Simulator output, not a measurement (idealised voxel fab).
The following process module bears the name voxel self aligned contacts.
It is cross-section cut that appears here, measuring 190 nm in width, its square cells being 5 nm in size.
Square cells in a grid make up a cross-section in this document, and the grid is given as bands, listed from the top down, each one or more rows of cells.
The entry gives the band's vertical extent as a top height and a bottom height in nm, then its horizontal make-up as materials from left to right, each with a width in nm. "air" stands for empty space; a single material marked "full width" fills the band edge to edge.
We count height from 0. Below that, the starting wafer is all one material. The lowest band never ends at the bottom but goes on down; see "from 0 down" for how that is written.
A width given as "30->40" starts at the first number in the band's top row and ends at the second number in its bottom row, shifting by an equal amount at every step from row to row.
"everything unchanged" -> step changed no cross-section cell.
"Enclosed internal cavities" means: voids of 8 cells or more that are shut off from the top with no open way through. Written width x height at distance, distance from the left edge, in nm.
Formally, on a step line, whatever follows the settings is a remark that the simulator itself makes on the step.
On any step carrying a mask, the "overlay nm" setting, if present on the step's line, tells how far right of its planned place the mask lay; negative values point to the left.

-- Intended process steps
step 1: RECEIVE [material Si]
step 2: OXIDIZE [depth nm 5]
step 3: DIRECTIONAL_DEP [material polySi] [thk nm 25]
step 4: DIRECTIONAL_DEP [material SiN] [thk nm 25]
step 5: PATTERN [tone cover] [mask id GATE] [material resist] [width nm 25] [pitch nm 60] [thk nm 20] [overlay nm 0]
step 6: DIRECTIONAL_ETCH [etch materials SiN] [depth nm 25]
step 7: DIRECTIONAL_ETCH [etch materials polySi] [depth nm 25]
step 8: STRIP [etch materials resist]
step 9: CONFORMAL_DEP [material SiN] [thk nm 10]
step 10: DIRECTIONAL_ETCH [etch materials SiN] [depth nm 10]
step 11: FILL_DEP [material SiO2] [thk nm 20]
step 12: CMP [height nm 60]
step 13: DIRECTIONAL_DEP [material aC] [thk nm 10]
step 14: PATTERN [tone open] [mask id CONTACT] [material resist] [width nm 45] [thk nm 25] [overlay nm 0]
step 15: DIRECTIONAL_ETCH [etch materials aC] [depth nm 10]
step 16: STRIP [etch materials resist]
step 17: DIRECTIONAL_ETCH [etch materials SiO2] [depth nm 65]
step 18: STRIP [etch materials aC]
step 19: CONFORMAL_DEP [material TiN] [thk nm 5]
step 20: FILL_DEP [material Ru] [thk nm 10]
step 21: CMP [height nm 60]
step 22: CONFORMAL_DEP [material SiCN] [thk nm 5]

-- Of two wafers, the first: run according to plan

-- This is the cross-section of the wafer as we received it, i.e. after step 1
	from 0 down: Si full width
	Enclosed internal cavities: none

-- Cross-section through the wafer, step 2 finished
	from 0 to -5: SiO2 full width
	Beneath the level -5, the cross-section is identical to its previous state.

-- Cross-section through the wafer, step 3 finished
	from 25 to 0: polySi full width
	Beneath the level 0, the cross-section is identical to its previous state.

-- Cross-section through the wafer, step 4 finished
	from 50 to 25: SiN full width
	Beneath the level 25, the cross-section is identical to its previous state.

-- Cross-section through the wafer, step 5 finished
	from 70 to 50: 50 air, 25 resist, 35 air, 25 resist, 55 air
	Beneath the level 50, the cross-section is identical to its previous state.

-- Cross-section through the wafer, step 6 finished
	from 70 to 50: 50 air, 25 resist, 35 air, 25 resist, 55 air
	from 50 to 25: 50 air, 25 SiN, 35 air, 25 SiN, 55 air
	Beneath the level 25, the cross-section is identical to its previous state.

-- Cross-section through the wafer, step 7 finished
	from 70 to 50: 50 air, 25 resist, 35 air, 25 resist, 55 air
	from 50 to 25: 50 air, 25 SiN, 35 air, 25 SiN, 55 air
	from 25 to 0: 50 air, 25 polySi, 35 air, 25 polySi, 55 air
	Beneath the level 0, the cross-section is identical to its previous state.

-- Cross-section through the wafer, step 8 finished
	from 50 to 25: 50 air, 25 SiN, 35 air, 25 SiN, 55 air
	Beneath the level 25, the cross-section is identical to its previous state.

-- Cross-section through the wafer, step 9 finished
	from 60 to 25: 40 air, 45 SiN, 15 air, 45 SiN, 45 air
	from 25 to 10: 40 air, 10 SiN, 25 polySi, 10 SiN, 15 air, 10 SiN, 25 polySi, 10 SiN, 45 air
	from 10 to 0: 50 SiN, 25 polySi, 35 SiN, 25 polySi, 55 SiN
	Beneath the level 0, the cross-section is identical to its previous state.

-- Cross-section through the wafer, step 10 finished
	from 50 to 25: 40 air, 45 SiN, 15 air, 45 SiN, 45 air
	from 25 to 0: 40 air, 10 SiN, 25 polySi, 10 SiN, 15 air, 10 SiN, 25 polySi, 10 SiN, 45 air
	Beneath the level 0, the cross-section is identical to its previous state.

-- Cross-section through the wafer, step 11 finished
	from 70 to 50: SiO2 full width
	from 50 to 25: 40 SiO2, 45 SiN, 15 SiO2, 45 SiN, 45 SiO2
	from 25 to 0: 40 SiO2, 10 SiN, 25 polySi, 10 SiN, 15 SiO2, 10 SiN, 25 polySi, 10 SiN, 45 SiO2
	Beneath the level 0, the cross-section is identical to its previous state.

-- Cross-section through the wafer, step 12 finished
	from 60 to 50: SiO2 full width
	Beneath the level 50, the cross-section is identical to its previous state.

-- Cross-section through the wafer, step 13 finished
	from 70 to 60: aC full width
	Beneath the level 60, the cross-section is identical to its previous state.

-- Cross-section through the wafer, step 14 finished
	from 95 to 70: 70 resist, 45 air, 75 resist
	Beneath the level 70, the cross-section is identical to its previous state.

-- Cross-section through the wafer, step 15 finished
	from 85 to 70: 70 resist, 45 air, 75 resist
	from 70 to 60: 70 aC, 45 air, 75 aC
	Beneath the level 60, the cross-section is identical to its previous state.

-- Cross-section through the wafer, step 16 finished
	from 70 to 60: 70 aC, 45 air, 75 aC
	Beneath the level 60, the cross-section is identical to its previous state.

-- Cross-section through the wafer, step 17 finished
	from 70 to 60: 70 aC, 45 air, 75 aC
	from 60 to 50: 70 SiO2, 45 air, 75 SiO2
	from 50 to 25: 40 SiO2, 45 SiN, 15 air, 45 SiN, 45 SiO2
	from 25 to 0: 40 SiO2, 10 SiN, 25 polySi, 10 SiN, 15 air, 10 SiN, 25 polySi, 10 SiN, 45 SiO2
	from 0 to -5: 85 SiO2, 15 air, 90 SiO2
	Beneath the level -5, the cross-section is identical to its previous state.

-- Cross-section through the wafer, step 18 finished
	from 60 to 50: 70 SiO2, 45 air, 75 SiO2
	Beneath the level 50, the cross-section is identical to its previous state.

-- Cross-section through the wafer, step 19 finished
	from 65 to 60: 75 TiN, 35 air, 80 TiN
	from 60 to 50: 70 SiO2, 5->20 TiN, 35->5 air, 5->20 TiN, 75 SiO2
	from 50 to 25: 40 SiO2, 45 SiN, 5 TiN, 5 air, 5 TiN, 45 SiN, 45 SiO2
	from 25 to 0: 40 SiO2, 10 SiN, 25 polySi, 10 SiN, 5 TiN, 5 air, 5 TiN, 10 SiN, 25 polySi, 10 SiN, 45 SiO2
	from 0 to -5: 85 SiO2, 15 TiN, 90 SiO2
	Beneath the level -5, the cross-section is identical to its previous state.

-- Cross-section through the wafer, step 20 finished
	from 75 to 65: Ru full width
	from 65 to 60: 75 TiN, 35 Ru, 80 TiN
	from 60 to 50: 70 SiO2, 5->20 TiN, 35->5 Ru, 5->20 TiN, 75 SiO2
	from 50 to 25: 40 SiO2, 45 SiN, 5 TiN, 5 Ru, 5 TiN, 45 SiN, 45 SiO2
	from 25 to 0: 40 SiO2, 10 SiN, 25 polySi, 10 SiN, 5 TiN, 5 Ru, 5 TiN, 10 SiN, 25 polySi, 10 SiN, 45 SiO2
	Beneath the level 0, the cross-section is identical to its previous state.

-- Cross-section through the wafer, step 21 finished
	from 60 to 50: 70 SiO2, 5->20 TiN, 35->5 Ru, 5->20 TiN, 75 SiO2
	Beneath the level 50, the cross-section is identical to its previous state.

-- Cross-section through the wafer, step 22 finished
	from 65 to 60: SiCN full width
	Beneath the level 60, the cross-section is identical to its previous state.

-- The remaining wafer, second of the two, started like the first and was run to the same plan, except that one mistake was made along the way; the two coincide through step 8, inclusive

-- Cross-sectional representation of the second wafer at the time designated in the plan for the completion of step 9
	from 65 to 25: 35 air, 55 SiN, 5 air, 55 SiN, 40 air
	from 25 to 15: 35 air, 15 SiN, 25 polySi, 15 SiN, 5 air, 15 SiN, 25 polySi, 15 SiN, 40 air
	from 15 to 0: 50 SiN, 25 polySi, 35 SiN, 25 polySi, 55 SiN
	Beneath the level 0, the cross-section is identical to its previous state.

-- Cross-sectional representation of the second wafer at the time designated in the plan for the completion of step 10
	from 55 to 25: 35 air, 55 SiN, 5 air, 55 SiN, 40 air
	from 25 to 5: 35 air, 15 SiN, 25 polySi, 15 SiN, 5 air, 15 SiN, 25 polySi, 15 SiN, 40 air
	Beneath the level 5, the cross-section is identical to its previous state.

-- Cross-sectional representation of the second wafer at the time designated in the plan for the completion of step 11
	from 75 to 55: SiO2 full width
	from 55 to 25: 35 SiO2, 55 SiN, 5 SiO2, 55 SiN, 40 SiO2
	from 25 to 5: 35 SiO2, 15 SiN, 25 polySi, 15 SiN, 5 SiO2, 15 SiN, 25 polySi, 15 SiN, 40 SiO2
	Beneath the level 5, the cross-section is identical to its previous state.

-- Cross-sectional representation of the second wafer at the time designated in the plan for the completion of step 12
	from 60 to 55: SiO2 full width
	Beneath the level 55, the cross-section is identical to its previous state.

-- Cross-sectional representation of the second wafer at the time designated in the plan for the completion of step 13
	from 70 to 60: aC full width
	Beneath the level 60, the cross-section is identical to its previous state.

-- Cross-sectional representation of the second wafer at the time designated in the plan for the completion of step 14
	from 95 to 70: 70 resist, 45 air, 75 resist
	Beneath the level 70, the cross-section is identical to its previous state.

-- Cross-sectional representation of the second wafer at the time designated in the plan for the completion of step 15
	from 85 to 70: 70 resist, 45 air, 75 resist
	from 70 to 60: 70 aC, 45 air, 75 aC
	Beneath the level 60, the cross-section is identical to its previous state.

-- Cross-sectional representation of the second wafer at the time designated in the plan for the completion of step 16
	from 70 to 60: 70 aC, 45 air, 75 aC
	Beneath the level 60, the cross-section is identical to its previous state.

-- Cross-sectional representation of the second wafer at the time designated in the plan for the completion of step 17
	from 70 to 60: 70 aC, 45 air, 75 aC
	from 60 to 55: 70 SiO2, 45 air, 75 SiO2
	from 55 to 25: 35 SiO2, 55 SiN, 5 air, 55 SiN, 40 SiO2
	from 25 to 5: 35 SiO2, 15 SiN, 25 polySi, 15 SiN, 5 air, 15 SiN, 25 polySi, 15 SiN, 40 SiO2
	Beneath the level 5, the cross-section is identical to its previous state.

-- Cross-sectional representation of the second wafer at the time designated in the plan for the completion of step 18
	from 60 to 55: 70 SiO2, 45 air, 75 SiO2
	Beneath the level 55, the cross-section is identical to its previous state.

-- Cross-sectional representation of the second wafer at the time designated in the plan for the completion of step 19
	from 65 to 60: 75 TiN, 35 air, 80 TiN
	from 60 to 55: 70 SiO2, 45 TiN, 75 SiO2
	from 55 to 25: 35 SiO2, 55 SiN, 5 TiN, 55 SiN, 40 SiO2
	from 25 to 5: 35 SiO2, 15 SiN, 25 polySi, 15 SiN, 5 TiN, 15 SiN, 25 polySi, 15 SiN, 40 SiO2
	Beneath the level 5, the cross-section is identical to its previous state.

-- Cross-sectional representation of the second wafer at the time designated in the plan for the completion of step 20
	from 75 to 65: Ru full width
	from 65 to 60: 75 TiN, 35 Ru, 80 TiN
	Beneath the level 60, the cross-section is identical to its previous state.

-- Cross-sectional representation of the second wafer at the time designated in the plan for the completion of step 21
	from 60 to 55: 70 SiO2, 45 TiN, 75 SiO2
	Beneath the level 55, the cross-section is identical to its previous state.

-- Cross-sectional representation of the second wafer at the time designated in the plan for the completion of step 22
	from 65 to 60: SiCN full width
	Beneath the level 60, the cross-section is identical to its previous state.
Want to know what went wrong? contrary to plan, step 9 was performed as CONFORMAL_DEP [material SiN] [thk nm 15]
Wrapping up, a cell-based count of both wafers puts the second over or under the first for these materials: 18 fewer of Ru | 78 more of SiN | 46 fewer of SiO2 | 14 fewer of TiN
